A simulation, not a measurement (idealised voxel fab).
Process module, titled voxel capacitor over wiring
Pictured: cross-section cut, 200 nm wide, on a grid of 5 nm square cells.
Notation: cross-section as square-cell grid; stated in bands, top first, going down; one or more cell rows per band. Top, bottom (nm), then materials left to right with widths (nm); lone material tagged "everywhere" fills the whole band edge to edge; "empty" = empty space. Heights from 0 (as-received wafer is one material below). Bottom band endless downward, as "0 down". So if you see something like "30->40" for the width, read it as the top row of the band sitting at the first number and the bottom row at the second, with every row in between moving by the same amount as the last. Given "nothing got changed" for a step, no cell of the cross-section differs between before and after that step. If an empty space has no open way to the top and is at least 8 cells in size, "Sealed void list" lists it, written width x height at distance, where distance is measured from the left edge and every value is in nm. Read whatever lies past the settings on a step's line as the simulator's own remark about the step. overlay nm, on a step with a mask: how far to the right of its planned place the mask lay; to the left if negative.

**The planned process steps are enumerated hereunder**
step 1: RECEIVE | material Si
step 2: CONFORMAL_DEP | material SiO2 | thk nm 10
step 3: DIRECTIONAL_DEP | material TiN | thk nm 5
step 4: DIRECTIONAL_DEP | material W | thk nm 15
step 5: MASKED_ETCH | tone cover | mask id METAL_1 | width nm 30 | pitch nm 90 | etch materials W | depth nm 15 | overlay nm 0
step 6: MASKED_ETCH | tone cover | mask id METAL_1 | width nm 30 | pitch nm 90 | etch materials TiN | depth nm 5 | overlay nm 0
step 7: CONFORMAL_DEP | material SiCN | thk nm 5
step 8: FILL_DEP | material lowk | thk nm 10
step 9: CMP | height nm 30
step 10: CONFORMAL_DEP | material SiCN | thk nm 5
step 11: DIRECTIONAL_DEP | material lowk | thk nm 10
step 12: PATTERN | tone open | mask id PLUG_1 | material resist | width nm 15 | thk nm 15 | overlay nm 0
step 13: DIRECTIONAL_ETCH | etch materials lowk | depth nm 10
step 14: DIRECTIONAL_ETCH | etch materials SiCN | depth nm 5
step 15: STRIP | etch materials resist
step 16: EPI | material Ru | thk nm 10
step 17: EPI | material Ru | thk nm 5
step 18: DIRECTIONAL_DEP | material TiN | thk nm 5
step 19: DIRECTIONAL_DEP | material HfO2 | thk nm 5
step 20: DIRECTIONAL_DEP | material TiN | thk nm 10
step 21: DIRECTIONAL_DEP | material aC | thk nm 10
step 22: PATTERN | tone cover | mask id UPPER_PLATE | material resist | width nm 65 | thk nm 25 | overlay nm 0
step 23: DIRECTIONAL_ETCH | etch materials aC | depth nm 10
step 24: STRIP | etch materials resist
step 25: DIRECTIONAL_ETCH | etch materials TiN | depth nm 10
step 26: DIRECTIONAL_ETCH | etch materials HfO2 | depth nm 5
step 27: STRIP | etch materials aC
step 28: PATTERN | tone cover | mask id LOWER_PLATE | material resist | width nm 75 | thk nm 20 | overlay nm 0
step 29: DIRECTIONAL_ETCH | etch materials TiN | depth nm 5
step 30: STRIP | etch materials resist
step 31: FILL_DEP | material SiO2 | thk nm 20
step 32: CMP | height nm 80
step 33: DIRECTIONAL_DEP | material aC | thk nm 10
step 34: PATTERN | tone open | mask id PLUG_2 | material resist | width nm 15 | thk nm 30 | overlay nm 0
step 35: DIRECTIONAL_ETCH | etch materials aC | depth nm 10
step 36: STRIP | etch materials resist
step 37: DIRECTIONAL_ETCH | etch materials SiO2 | depth nm 15
step 38: STRIP | etch materials aC
step 39: CONFORMAL_DEP | material TiN | thk nm 5
step 40: FILL_DEP | material Cu | thk nm 5
step 41: CMP | height nm 80
step 42: CONFORMAL_DEP | material SiCN | thk nm 5

**Of two wafers, the first: run according to plan**

**Cross-section of the wafer upon arrival, representing the state reached after step 1**
  0 down = Si everywhere
  Sealed void list: none

**Sectional view: wafer, after step 2**
  10 to 0 = SiO2 everywhere
  Note: structure below 0 unchanged.

**Sectional view: wafer, after step 3**
  15 to 10 = TiN everywhere
  Note: structure below 10 unchanged.

**Sectional view: wafer, after step 4**
  30 to 15 = W everywhere
  Note: structure below 15 unchanged.

**Sectional view: wafer, after step 5**
  30 to 15 = empty (40) | W (30) | empty (60) | W (30) | empty (40)
  Note: structure below 15 unchanged.

**Sectional view: wafer, after step 6**
  30 to 15 = empty (40) | W (30) | empty (60) | W (30) | empty (40)
  15 to 10 = empty (40) | TiN (30) | empty (60) | TiN (30) | empty (40)
  Note: structure below 10 unchanged.

**Sectional view: wafer, after step 7**
  35 to 30 = empty (35) | SiCN (40) | empty (50) | SiCN (40) | empty (35)
  30 to 15 = empty (35) | SiCN (5) | W (30) | SiCN (5) | empty (50) | SiCN (5) | W (30) | SiCN (5) | empty (35)
  15 to 10 = SiCN (40) | TiN (30) | SiCN (60) | TiN (30) | SiCN (40)
  Note: structure below 10 unchanged.

**Sectional view: wafer, after step 8**
  45 to 35 = lowk everywhere
  35 to 30 = lowk (35) | SiCN (40) | lowk (50) | SiCN (40) | lowk (35)
  30 to 15 = lowk (35) | SiCN (5) | W (30) | SiCN (5) | lowk (50) | SiCN (5) | W (30) | SiCN (5) | lowk (35)
  Note: structure below 15 unchanged.

**Sectional view: wafer, after step 9**
  30 to 15 = lowk (35) | SiCN (5) | W (30) | SiCN (5) | lowk (50) | SiCN (5) | W (30) | SiCN (5) | lowk (35)
  Note: structure below 15 unchanged.

**Sectional view: wafer, after step 10**
  35 to 30 = SiCN everywhere
  Note: structure below 30 unchanged.

**Sectional view: wafer, after step 11**
  45 to 35 = lowk everywhere
  Note: structure below 35 unchanged.

**Sectional view: wafer, after step 12**
  60 to 45 = resist (55) | empty (15) | resist (130)
  Note: structure below 45 unchanged.

**Sectional view: wafer, after step 13**
  60 to 45 = resist (55) | empty (15) | resist (130)
  45 to 35 = lowk (55) | empty (15) | lowk (130)
  Note: structure below 35 unchanged.

**Sectional view: wafer, after step 14**
  60 to 45 = resist (55) | empty (15) | resist (130)
  45 to 35 = lowk (55) | empty (15) | lowk (130)
  35 to 30 = SiCN (55) | empty (15) | SiCN (130)
  Note: structure below 30 unchanged.

**Sectional view: wafer, after step 15**
  45 to 35 = lowk (55) | empty (15) | lowk (130)
  Note: structure below 35 unchanged.

**Sectional view: wafer, after step 16**
  45 to 40 = lowk (55) | empty (15) | lowk (130)
  40 to 35 = lowk (55) | Ru (15) | lowk (130)
  35 to 30 = SiCN (55) | Ru (15) | SiCN (130)
  Note: structure below 30 unchanged.

**Sectional view: wafer, after step 17**
  45 to 35 = lowk (55) | Ru (15) | lowk (130)
  Note: structure below 35 unchanged.

**Sectional view: wafer, after step 18**
  50 to 45 = TiN everywhere
  Note: structure below 45 unchanged.

**Sectional view: wafer, after step 19**
  55 to 50 = HfO2 everywhere
  Note: structure below 50 unchanged.

**Sectional view: wafer, after step 20**
  65 to 55 = TiN everywhere
  Note: structure below 55 unchanged.

**Sectional view: wafer, after step 21**
  75 to 65 = aC everywhere
  Note: structure below 65 unchanged.

**Sectional view: wafer, after step 22**
  100 to 75 = empty (55) | resist (65) | empty (80)
  Note: structure below 75 unchanged.

**Sectional view: wafer, after step 23**
  90 to 75 = empty (55) | resist (65) | empty (80)
  75 to 65 = empty (55) | aC (65) | empty (80)
  Note: structure below 65 unchanged.

**Sectional view: wafer, after step 24**
  75 to 65 = empty (55) | aC (65) | empty (80)
  Note: structure below 65 unchanged.

**Sectional view: wafer, after step 25**
  75 to 65 = empty (55) | aC (65) | empty (80)
  65 to 55 = empty (55) | TiN (65) | empty (80)
  Note: structure below 55 unchanged.

**Sectional view: wafer, after step 26**
  75 to 65 = empty (55) | aC (65) | empty (80)
  65 to 55 = empty (55) | TiN (65) | empty (80)
  55 to 50 = empty (55) | HfO2 (65) | empty (80)
  Note: structure below 50 unchanged.

**Sectional view: wafer, after step 27**
  65 to 55 = empty (55) | TiN (65) | empty (80)
  Note: structure below 55 unchanged.

**Sectional view: wafer, after step 28**
  85 to 65 = empty (50) | resist (75) | empty (75)
  65 to 55 = empty (50) | resist (5) | TiN (65) | resist (5) | empty (75)
  55 to 50 = empty (50) | resist (5) | HfO2 (65) | resist (5) | empty (75)
  Note: structure below 50 unchanged.

**Sectional view: wafer, after step 29**
  85 to 65 = empty (50) | resist (75) | empty (75)
  65 to 55 = empty (50) | resist (5) | TiN (65) | resist (5) | empty (75)
  55 to 50 = empty (50) | resist (5) | HfO2 (65) | resist (5) | empty (75)
  50 to 45 = empty (50) | TiN (75) | empty (75)
  Note: structure below 45 unchanged.

**Sectional view: wafer, after step 30**
  65 to 55 = empty (55) | TiN (65) | empty (80)
  55 to 50 = empty (55) | HfO2 (65) | empty (80)
  Note: structure below 50 unchanged.

**Sectional view: wafer, after step 31**
  85 to 65 = SiO2 everywhere
  65 to 55 = SiO2 (55) | TiN (65) | SiO2 (80)
  55 to 50 = SiO2 (55) | HfO2 (65) | SiO2 (80)
  50 to 45 = SiO2 (50) | TiN (75) | SiO2 (75)
  Note: structure below 45 unchanged.

**Sectional view: wafer, after step 32**
  80 to 65 = SiO2 everywhere
  Note: structure below 65 unchanged.

**Sectional view: wafer, after step 33**
  90 to 80 = aC everywhere
  Note: structure below 80 unchanged.

**Sectional view: wafer, after step 34**
  120 to 90 = resist (65) | empty (15) | resist (120)
  Note: structure below 90 unchanged.

**Sectional view: wafer, after step 35**
  110 to 90 = resist (65) | empty (15) | resist (120)
  90 to 80 = aC (65) | empty (15) | aC (120)
  Note: structure below 80 unchanged.

**Sectional view: wafer, after step 36**
  90 to 80 = aC (65) | empty (15) | aC (120)
  Note: structure below 80 unchanged.

**Sectional view: wafer, after step 37**
  90 to 80 = aC (65) | empty (15) | aC (120)
  80 to 65 = SiO2 (65) | empty (15) | SiO2 (120)
  Note: structure below 65 unchanged.

**Sectional view: wafer, after step 38**
  80 to 65 = SiO2 (65) | empty (15) | SiO2 (120)
  Note: structure below 65 unchanged.

**Sectional view: wafer, after step 39**
  85 to 80 = TiN (70) | empty (5) | TiN (125)
  80 to 70 = SiO2 (65) | TiN (5) | empty (5) | TiN (5) | SiO2 (120)
  70 to 65 = SiO2 (65) | TiN (15) | SiO2 (120)
  Note: structure below 65 unchanged.

**Sectional view: wafer, after step 40**
  90 to 85 = Cu everywhere
  85 to 80 = TiN (70) | Cu (5) | TiN (125)
  80 to 70 = SiO2 (65) | TiN (5) | Cu (5) | TiN (5) | SiO2 (120)
  Note: structure below 70 unchanged.

**Sectional view: wafer, after step 41**
  80 to 70 = SiO2 (65) | TiN (5) | Cu (5) | TiN (5) | SiO2 (120)
  Note: structure below 70 unchanged.

**Sectional view: wafer, after step 42**
  85 to 80 = SiCN everywhere
  Note: structure below 80 unchanged.

**Second wafer - shared start and plan with the first - one error in running - same as the first up to step 4 inclusive**

**Second wafer, cross-section, planned end of step 5**
  30 to 15 = empty (35) | W (30) | empty (60) | W (30) | empty (45)
  Note: structure below 15 unchanged.

**Second wafer, cross-section, planned end of step 6**
  30 to 15 = empty (35) | W (30) | empty (60) | W (30) | empty (45)
  15 to 10 = empty (35) | TiN (35) | empty (55) | TiN (35) | empty (40)
  Note: structure below 10 unchanged.

**Second wafer, cross-section, planned end of step 7**
  35 to 30 = empty (30) | SiCN (40) | empty (50) | SiCN (40) | empty (40)
  30 to 20 = empty (30) | SiCN (5) | W (30) | SiCN (5) | empty (50) | SiCN (5) | W (30) | SiCN (5) | empty (40)
  20 to 15 = empty (30) | SiCN (5) | W (30) | SiCN (10) | empty (45) | SiCN (5) | W (30) | SiCN (10) | empty (35)
  15 to 10 = SiCN (35) | TiN (35) | SiCN (55) | TiN (35) | SiCN (40)
  Note: structure below 10 unchanged.

**Second wafer, cross-section, planned end of step 8**
  45 to 35 = lowk everywhere
  35 to 30 = lowk (30) | SiCN (40) | lowk (50) | SiCN (40) | lowk (40)
  30 to 20 = lowk (30) | SiCN (5) | W (30) | SiCN (5) | lowk (50) | SiCN (5) | W (30) | SiCN (5) | lowk (40)
  20 to 15 = lowk (30) | SiCN (5) | W (30) | SiCN (10) | lowk (45) | SiCN (5) | W (30) | SiCN (10) | lowk (35)
  Note: structure below 15 unchanged.

**Second wafer, cross-section, planned end of step 9**
  30 to 20 = lowk (30) | SiCN (5) | W (30) | SiCN (5) | lowk (50) | SiCN (5) | W (30) | SiCN (5) | lowk (40)
  Note: structure below 20 unchanged.

**Second wafer, cross-section, planned end of step 10**
  35 to 30 = SiCN everywhere
  Note: structure below 30 unchanged.

**Second wafer, cross-section, planned end of step 11**
  45 to 35 = lowk everywhere
  Note: structure below 35 unchanged.

**Second wafer, cross-section, planned end of step 12**
  60 to 45 = resist (55) | empty (15) | resist (130)
  Note: structure below 45 unchanged.

**Second wafer, cross-section, planned end of step 13**
  60 to 45 = resist (55) | empty (15) | resist (130)
  45 to 35 = lowk (55) | empty (15) | lowk (130)
  Note: structure below 35 unchanged.

**Second wafer, cross-section, planned end of step 14**
  60 to 45 = resist (55) | empty (15) | resist (130)
  45 to 35 = lowk (55) | empty (15) | lowk (130)
  35 to 30 = SiCN (55) | empty (15) | SiCN (130)
  Note: structure below 30 unchanged.

**Second wafer, cross-section, planned end of step 15**
  45 to 35 = lowk (55) | empty (15) | lowk (130)
  Note: structure below 35 unchanged.

**Second wafer, cross-section, planned end of step 16**
  45 to 40 = lowk (55) | empty (15) | lowk (130)
  40 to 35 = lowk (55) | Ru (15) | lowk (130)
  35 to 30 = SiCN (55) | Ru (15) | SiCN (130)
  Note: structure below 30 unchanged.

**Second wafer, cross-section, planned end of step 17**
  45 to 35 = lowk (55) | Ru (15) | lowk (130)
  Note: structure below 35 unchanged.

**Second wafer, cross-section, planned end of step 18**
  50 to 45 = TiN everywhere
  Note: structure below 45 unchanged.

**Second wafer, cross-section, planned end of step 19**
  55 to 50 = HfO2 everywhere
  Note: structure below 50 unchanged.

**Second wafer, cross-section, planned end of step 20**
  65 to 55 = TiN everywhere
  Note: structure below 55 unchanged.

**Second wafer, cross-section, planned end of step 21**
  75 to 65 = aC everywhere
  Note: structure below 65 unchanged.

**Second wafer, cross-section, planned end of step 22**
  100 to 75 = empty (55) | resist (65) | empty (80)
  Note: structure below 75 unchanged.

**Second wafer, cross-section, planned end of step 23**
  90 to 75 = empty (55) | resist (65) | empty (80)
  75 to 65 = empty (55) | aC (65) | empty (80)
  Note: structure below 65 unchanged.

**Second wafer, cross-section, planned end of step 24**
  75 to 65 = empty (55) | aC (65) | empty (80)
  Note: structure below 65 unchanged.

**Second wafer, cross-section, planned end of step 25**
  75 to 65 = empty (55) | aC (65) | empty (80)
  65 to 55 = empty (55) | TiN (65) | empty (80)
  Note: structure below 55 unchanged.

**Second wafer, cross-section, planned end of step 26**
  75 to 65 = empty (55) | aC (65) | empty (80)
  65 to 55 = empty (55) | TiN (65) | empty (80)
  55 to 50 = empty (55) | HfO2 (65) | empty (80)
  Note: structure below 50 unchanged.

**Second wafer, cross-section, planned end of step 27**
  65 to 55 = empty (55) | TiN (65) | empty (80)
  Note: structure below 55 unchanged.

**Second wafer, cross-section, planned end of step 28**
  85 to 65 = empty (50) | resist (75) | empty (75)
  65 to 55 = empty (50) | resist (5) | TiN (65) | resist (5) | empty (75)
  55 to 50 = empty (50) | resist (5) | HfO2 (65) | resist (5) | empty (75)
  Note: structure below 50 unchanged.

**Second wafer, cross-section, planned end of step 29**
  85 to 65 = empty (50) | resist (75) | empty (75)
  65 to 55 = empty (50) | resist (5) | TiN (65) | resist (5) | empty (75)
  55 to 50 = empty (50) | resist (5) | HfO2 (65) | resist (5) | empty (75)
  50 to 45 = empty (50) | TiN (75) | empty (75)
  Note: structure below 45 unchanged.

**Second wafer, cross-section, planned end of step 30**
  65 to 55 = empty (55) | TiN (65) | empty (80)
  55 to 50 = empty (55) | HfO2 (65) | empty (80)
  Note: structure below 50 unchanged.

**Second wafer, cross-section, planned end of step 31**
  85 to 65 = SiO2 everywhere
  65 to 55 = SiO2 (55) | TiN (65) | SiO2 (80)
  55 to 50 = SiO2 (55) | HfO2 (65) | SiO2 (80)
  50 to 45 = SiO2 (50) | TiN (75) | SiO2 (75)
  Note: structure below 45 unchanged.

**Second wafer, cross-section, planned end of step 32**
  80 to 65 = SiO2 everywhere
  Note: structure below 65 unchanged.

**Second wafer, cross-section, planned end of step 33**
  90 to 80 = aC everywhere
  Note: structure below 80 unchanged.

**Second wafer, cross-section, planned end of step 34**
  120 to 90 = resist (65) | empty (15) | resist (120)
  Note: structure below 90 unchanged.

**Second wafer, cross-section, planned end of step 35**
  110 to 90 = resist (65) | empty (15) | resist (120)
  90 to 80 = aC (65) | empty (15) | aC (120)
  Note: structure below 80 unchanged.

**Second wafer, cross-section, planned end of step 36**
  90 to 80 = aC (65) | empty (15) | aC (120)
  Note: structure below 80 unchanged.

**Second wafer, cross-section, planned end of step 37**
  90 to 80 = aC (65) | empty (15) | aC (120)
  80 to 65 = SiO2 (65) | empty (15) | SiO2 (120)
  Note: structure below 65 unchanged.

**Second wafer, cross-section, planned end of step 38**
  80 to 65 = SiO2 (65) | empty (15) | SiO2 (120)
  Note: structure below 65 unchanged.

**Second wafer, cross-section, planned end of step 39**
  85 to 80 = TiN (70) | empty (5) | TiN (125)
  80 to 70 = SiO2 (65) | TiN (5) | empty (5) | TiN (5) | SiO2 (120)
  70 to 65 = SiO2 (65) | TiN (15) | SiO2 (120)
  Note: structure below 65 unchanged.

**Second wafer, cross-section, planned end of step 40**
  90 to 85 = Cu everywhere
  85 to 80 = TiN (70) | Cu (5) | TiN (125)
  80 to 70 = SiO2 (65) | TiN (5) | Cu (5) | TiN (5) | SiO2 (120)
  Note: structure below 70 unchanged.

**Second wafer, cross-section, planned end of step 41**
  80 to 70 = SiO2 (65) | TiN (5) | Cu (5) | TiN (5) | SiO2 (120)
  Note: structure below 70 unchanged.

**Second wafer, cross-section, planned end of step 42**
  85 to 80 = SiCN everywhere
  Note: structure below 80 unchanged.
Nonconformance to the process plan: step 5, actual vs plan mismatch, actual run MASKED_ETCH | tone cover | mask id METAL_1 | width nm 30 | pitch nm 90 | etch materials W | depth nm 15 | overlay nm -5
Heads up, by the end the second wafer has more or fewer cells of some materials compared to the first: TiN: 2 more, lowk: 2 fewer
